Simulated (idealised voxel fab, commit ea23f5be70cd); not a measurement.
process module | voxel trench capacitor
cross-section cut | 300 nm wide | cells 5 nm
A cross-section is a grid of square cells, given in bands from the top down. A band is one or more rows of cells.
Each band's line starts with the height of the band's top and of its bottom, in nm. Then come its materials from left to right, each with its width in nm. One material with "throughout" fills the band from edge to edge. "air" is empty space.
Height 0 is the level under which the wafer as received is all one material. The lowest band goes on downwards, as in "0 down".
A width such as "30 to 40" changes by the same amount from each row of cells to the next, from the band's top row to its bottom row.
"no change" after a step means that no cell of the cross-section changed.
closed voids: empty space of 8 cells or more with no open way to the top, each as width x height at its distance from the left edge, in nm
after a step's settings: what the simulator itself notes on the step
overlay nm, on a step with a mask: how far to the right of its planned place the mask lay; to the left if negative
plan
1 op RECEIVE | material Si
2 op CONFORMAL_DEP | material SiN | thk nm 10
3 op MASKED_ETCH | tone open | mask id TRENCH | width nm 30 | pitch nm 55 | etch materials SiN | depth nm 10 | overlay nm 0
4 op MASKED_ETCH | tone open | mask id TRENCH | width nm 30 | pitch nm 55 | etch materials Si | depth nm 30 | overlay nm 0
5 op CONFORMAL_DEP | material HfO2 | thk nm 5
6 op CONFORMAL_DEP | material TiN | thk nm 5
7 op FILL_DEP | material W | thk nm 10
8 op CMP | height nm 10
as received, after step 1
  0 down: Si throughout
  closed voids: none
a wafer at the end: this start, this plan, one mistake
  10 to 0: SiN 50 | HfO2 5 | TiN 5 | W 10 | TiN 5 | HfO2 5 | SiN 25 | HfO2 5 | TiN 5 | W 10 | TiN 5 | HfO2 5 | SiN 25 | HfO2 5 | TiN 5 | W 10 | TiN 5 | HfO2 5 | SiN 25 | HfO2 5 | TiN 5 | W 10 | TiN 5 | HfO2 5 | SiN 55
  0 to -50: Si 50 | HfO2 5 | TiN 5 | W 10 | TiN 5 | HfO2 5 | Si 25 | HfO2 5 | TiN 5 | W 10 | TiN 5 | HfO2 5 | Si 25 | HfO2 5 | TiN 5 | W 10 | TiN 5 | HfO2 5 | Si 25 | HfO2 5 | TiN 5 | W 10 | TiN 5 | HfO2 5 | Si 55
  -50 to -55: Si 50 | HfO2 5 | TiN 20 | HfO2 5 | Si 25 | HfO2 5 | TiN 20 | HfO2 5 | Si 25 | HfO2 5 | TiN 20 | HfO2 5 | Si 25 | HfO2 5 | TiN 20 | HfO2 5 | Si 55
  -55 to -60: Si 50 | HfO2 30 | Si 25 | HfO2 30 | Si 25 | HfO2 30 | Si 25 | HfO2 30 | Si 55
  -60 down: Si throughout
  closed voids: none
what went wrong: step 4 was run twice
